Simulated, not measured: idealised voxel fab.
Process module, titled voxel wiring stack
We display cut, a cross-section 165 nm in width whose square cells are each 5 nm.
Each cross-section below is a grid of square cells, stated as bands in top-down order, with one or more rows of cells making up each band.
The band entry comprises the height of the band's top followed by the height of its bottom, expressed in nm, and subsequently the band's materials from left to right, each stated together with its width in nm. Where a single material is marked with the word "all across", that material fills the band from edge to edge. The word "blank" represents empty space.
Convention: height 0 is the level below which the wafer, as received, is all one material. The lowest band does not terminate at the bottom but continues downward, represented as "0 -> down".
Read "30 to 40" as a graded width: first number on top, second number at the bottom, same change between each pair of neighbouring rows.
Any step labelled "no modification" changed none of the cells in the cross-section.
"Sealed internal cavities": empty spaces of 8 cells or more with no open way to the top, each given as width x height at distance, distance from the left edge, all in nm.
after a step's settings: what the simulator itself notes on the step
Each step line may optionally specify "overlay nm", which for a step with a mask gives the rightward distance between the mask's planned place and where it lay, a negative value indicating the leftward direction.

PROCESS STEPS (PLANNED)
step 1: RECEIVE with material Si
step 2: CONFORMAL_DEP with material SiO2, thk nm 15
step 3: DIRECTIONAL_DEP with material TiN, thk nm 5
step 4: DIRECTIONAL_DEP with material W, thk nm 20
step 5: DIRECTIONAL_DEP with material aC, thk nm 10
step 6: PATTERN with tone cover, mask id METAL_1, material resist, width nm 30, pitch nm 45, thk nm 30, overlay nm 0
step 7: DIRECTIONAL_ETCH with etch materials aC, depth nm 10
step 8: STRIP with etch materials resist
step 9: DIRECTIONAL_ETCH with etch materials W, depth nm 20
step 10: DIRECTIONAL_ETCH with etch materials TiN, depth nm 5
step 11: STRIP with etch materials aC
step 12: CONFORMAL_DEP with material SiN, thk nm 5
step 13: FILL_DEP with material lowk, thk nm 5
step 14: CMP with height nm 40
step 15: CONFORMAL_DEP with material SiCN, thk nm 5
step 16: DIRECTIONAL_DEP with material SiO2, thk nm 20
step 17: DIRECTIONAL_DEP with material aC, thk nm 10
step 18: PATTERN with tone open, mask id PLUG_1, material resist, width nm 15, pitch nm 90, thk nm 25, overlay nm 0
step 19: DIRECTIONAL_ETCH with etch materials aC, depth nm 10
step 20: STRIP with etch materials resist
step 21: DIRECTIONAL_ETCH with etch materials SiO2, depth nm 20
step 22: DIRECTIONAL_ETCH with etch materials SiCN, depth nm 5
step 23: STRIP with etch materials aC
step 24: EPI with material Ru, thk nm 10
step 25: EPI with material Ru, thk nm 10
step 26: EPI with material Ru, thk nm 5
step 27: DIRECTIONAL_DEP with material TiN, thk nm 5
step 28: DIRECTIONAL_DEP with material W, thk nm 25
step 29: DIRECTIONAL_DEP with material aC, thk nm 10
step 30: PATTERN with tone cover, mask id METAL_2, material resist, width nm 30, pitch nm 45, thk nm 30, overlay nm 0
step 31: DIRECTIONAL_ETCH with etch materials aC, depth nm 10
step 32: STRIP with etch materials resist
step 33: DIRECTIONAL_ETCH with etch materials W, depth nm 25
step 34: DIRECTIONAL_ETCH with etch materials TiN, depth nm 5
step 35: STRIP with etch materials aC
step 36: CONFORMAL_DEP with material SiN, thk nm 5
step 37: FILL_DEP with material lowk, thk nm 5
step 38: CMP with height nm 95
step 39: CONFORMAL_DEP with material SiCN, thk nm 5
step 40: DIRECTIONAL_DEP with material lowk, thk nm 10
step 41: MASKED_ETCH with tone open, mask id PLUG_2, width nm 15, pitch nm 90, etch materials lowk, depth nm 10, overlay nm 0
step 42: MASKED_ETCH with tone open, mask id PLUG_2, width nm 15, pitch nm 90, etch materials SiCN, depth nm 5, overlay nm 0
step 43: EPI with material Ru, thk nm 10
step 44: EPI with material Ru, thk nm 5
step 45: DIRECTIONAL_DEP with material TiN, thk nm 5
step 46: DIRECTIONAL_DEP with material W, thk nm 15
step 47: MASKED_ETCH with tone cover, mask id METAL_3, width nm 30, pitch nm 45, etch materials W, depth nm 15, overlay nm 0
step 48: MASKED_ETCH with tone cover, mask id METAL_3, width nm 30, pitch nm 45, etch materials TiN, depth nm 5, overlay nm 0
step 49: FILL_DEP with material SiO2, thk nm 10
step 50: CMP with height nm 130
step 51: CONFORMAL_DEP with material SiCN, thk nm 5
step 52: DIRECTIONAL_DEP with material lowk, thk nm 10
step 53: PATTERN with tone open, mask id PLUG_3, material resist, width nm 15, pitch nm 45, thk nm 20, overlay nm 0
step 54: DIRECTIONAL_ETCH with etch materials lowk, depth nm 10
step 55: DIRECTIONAL_ETCH with etch materials SiCN, depth nm 5
step 56: STRIP with etch materials resist
step 57: CONFORMAL_DEP with material TiN, thk nm 5
step 58: FILL_DEP with material Cu, thk nm 5
step 59: CMP with height nm 145
step 60: DIRECTIONAL_DEP with material TiN, thk nm 5
step 61: DIRECTIONAL_DEP with material W, thk nm 20
step 62: MASKED_ETCH with tone cover, mask id METAL_4, width nm 30, pitch nm 45, etch materials W, depth nm 20, overlay nm 0
step 63: MASKED_ETCH with tone cover, mask id METAL_4, width nm 30, pitch nm 45, etch materials TiN, depth nm 5, overlay nm 0
step 64: CONFORMAL_DEP with material SiCN, thk nm 5
step 65: FILL_DEP with material SiO2, thk nm 10
step 66: CMP with height nm 170
step 67: CONFORMAL_DEP with material SiCN, thk nm 5

THE CROSS-SECTION HERE SHOWS THE WAFER AS RECEIVED, I.E. IN ITS STATE AFTER STEP 1
    0 -> down  Si all across
    Sealed internal cavities: none

AS-PLANNED RUN: CROSS-SECTION OF THE FIRST OF TWO WAFERS AT END OF MODULE
    175 -> 170  SiCN all across
    170 -> 150  15 nm SiO2  5 nm SiCN  30 nm W  5 nm SiCN  5 nm SiO2  5 nm SiCN  30 nm W  5 nm SiCN  5 nm SiO2  5 nm SiCN  30 nm W  5 nm SiCN  20 nm SiO2
    150 -> 145  20 nm SiCN  30 nm TiN  15 nm SiCN  30 nm TiN  15 nm SiCN  30 nm TiN  25 nm SiCN
    145 -> 135  20 nm lowk  5 nm TiN  5 nm Cu  5 nm TiN  30 nm lowk  5 nm TiN  5 nm Cu  5 nm TiN  30 nm lowk  5 nm TiN  5 nm Cu  5 nm TiN  40 nm lowk
    135 -> 130  20 nm SiCN  15 nm TiN  30 nm SiCN  15 nm TiN  30 nm SiCN  15 nm TiN  40 nm SiCN
    130 -> 115  20 nm SiO2  30 nm W  15 nm SiO2  30 nm W  15 nm SiO2  30 nm W  25 nm SiO2
    115 -> 110  20 nm SiO2  30 nm TiN  15 nm SiO2  30 nm TiN  15 nm SiO2  30 nm TiN  25 nm SiO2
    110 -> 100  20 nm lowk  15 nm Ru  75 nm lowk  15 nm Ru  40 nm lowk
    100 -> 95  20 nm SiCN  15 nm Ru  75 nm SiCN  15 nm Ru  40 nm SiCN
    95 -> 70  15 nm lowk  5 nm SiN  30 nm W  5 nm SiN  5 nm lowk  5 nm SiN  30 nm W  5 nm SiN  5 nm lowk  5 nm SiN  30 nm W  5 nm SiN  20 nm lowk
    70 -> 65  20 nm SiN  30 nm TiN  15 nm SiN  30 nm TiN  15 nm SiN  30 nm TiN  25 nm SiN
    65 -> 45  20 nm SiO2  15 nm Ru  75 nm SiO2  15 nm Ru  40 nm SiO2
    45 -> 40  20 nm SiCN  15 nm Ru  75 nm SiCN  15 nm Ru  40 nm SiCN
    40 -> 20  15 nm lowk  5 nm SiN  30 nm W  5 nm SiN  5 nm lowk  5 nm SiN  30 nm W  5 nm SiN  5 nm lowk  5 nm SiN  30 nm W  5 nm SiN  20 nm lowk
    20 -> 15  20 nm SiN  30 nm TiN  15 nm SiN  30 nm TiN  15 nm SiN  30 nm TiN  25 nm SiN
    15 -> 0  SiO2 all across
    0 -> down  Si all across
    Sealed internal cavities: none

CROSS-SECTION OF THE LATTER OF THE TWO WAFERS AT MODULE COMPLETION. IT HAD AN IDENTICAL START AND AN IDENTICAL PLAN TO THE FORMER; IN RUNNING IT, ONE MISTAKE WAS MADE
    175 -> 170  SiCN all across
    170 -> 150  15 nm SiO2  5 nm SiCN  30 nm W  5 nm SiCN  5 nm SiO2  5 nm SiCN  30 nm W  5 nm SiCN  5 nm SiO2  5 nm SiCN  30 nm W  5 nm SiCN  20 nm SiO2
    150 -> 145  20 nm SiCN  30 nm TiN  15 nm SiCN  30 nm TiN  15 nm SiCN  30 nm TiN  25 nm SiCN
    145 -> 135  20 nm lowk  5 nm TiN  5 nm Cu  5 nm TiN  30 nm lowk  5 nm TiN  5 nm Cu  5 nm TiN  30 nm lowk  5 nm TiN  5 nm Cu  5 nm TiN  40 nm lowk
    135 -> 130  20 nm SiCN  15 nm TiN  30 nm SiCN  15 nm TiN  30 nm SiCN  15 nm TiN  40 nm SiCN
    130 -> 115  20 nm SiO2  30 nm W  15 nm SiO2  30 nm W  15 nm SiO2  30 nm W  25 nm SiO2
    115 -> 110  20 nm SiO2  30 nm TiN  15 nm SiO2  30 nm TiN  15 nm SiO2  30 nm TiN  25 nm SiO2
    110 -> 100  20 nm lowk  15 nm Ru  75 nm lowk  15 nm Ru  40 nm lowk
    100 -> 95  20 nm SiCN  15 nm Ru  75 nm SiCN  15 nm Ru  40 nm SiCN
    95 -> 80  15 nm lowk  5 nm SiN  30 nm W  5 nm SiN  5 nm lowk  5 nm SiN  30 nm W  5 nm SiN  5 nm lowk  5 nm SiN  30 nm W  5 nm SiN  20 nm lowk
    80 -> 75  5 nm lowk  15 nm SiN  25 nm TiN  5 nm W  5 nm SiN  5 nm lowk  5 nm SiN  30 nm W  15 nm SiN  25 nm TiN  5 nm W  5 nm SiN  20 nm lowk
    75 -> 70  5 nm lowk  5 nm SiN  35 nm Ru  5 nm W  5 nm SiN  5 nm lowk  5 nm SiN  30 nm W  5 nm SiN  35 nm Ru  5 nm W  5 nm SiN  20 nm lowk
    70 -> 65  10 nm SiN  35 nm Ru  5 nm TiN  15 nm SiN  30 nm TiN  5 nm SiN  35 nm Ru  5 nm TiN  25 nm SiN
    65 -> 45  20 nm SiO2  15 nm Ru  75 nm SiO2  15 nm Ru  40 nm SiO2
    45 -> 40  20 nm SiCN  15 nm Ru  75 nm SiCN  15 nm Ru  40 nm SiCN
    40 -> 20  15 nm lowk  5 nm SiN  30 nm W  5 nm SiN  5 nm lowk  5 nm SiN  30 nm W  5 nm SiN  5 nm lowk  5 nm SiN  30 nm W  5 nm SiN  20 nm lowk
    20 -> 15  20 nm SiN  30 nm TiN  15 nm SiN  30 nm TiN  15 nm SiN  30 nm TiN  25 nm SiN
    15 -> 0  SiO2 all across
    0 -> down  Si all across
    Sealed internal cavities: none
Misprocessing identified: one of the identical steps 24 and 25 ran twice, and which one cannot be pinned down
Wrapping up, a cell-based count of both wafers puts the second over or under the first for these materials: +28 Ru; -2 SiN; -20 W; -6 lowk
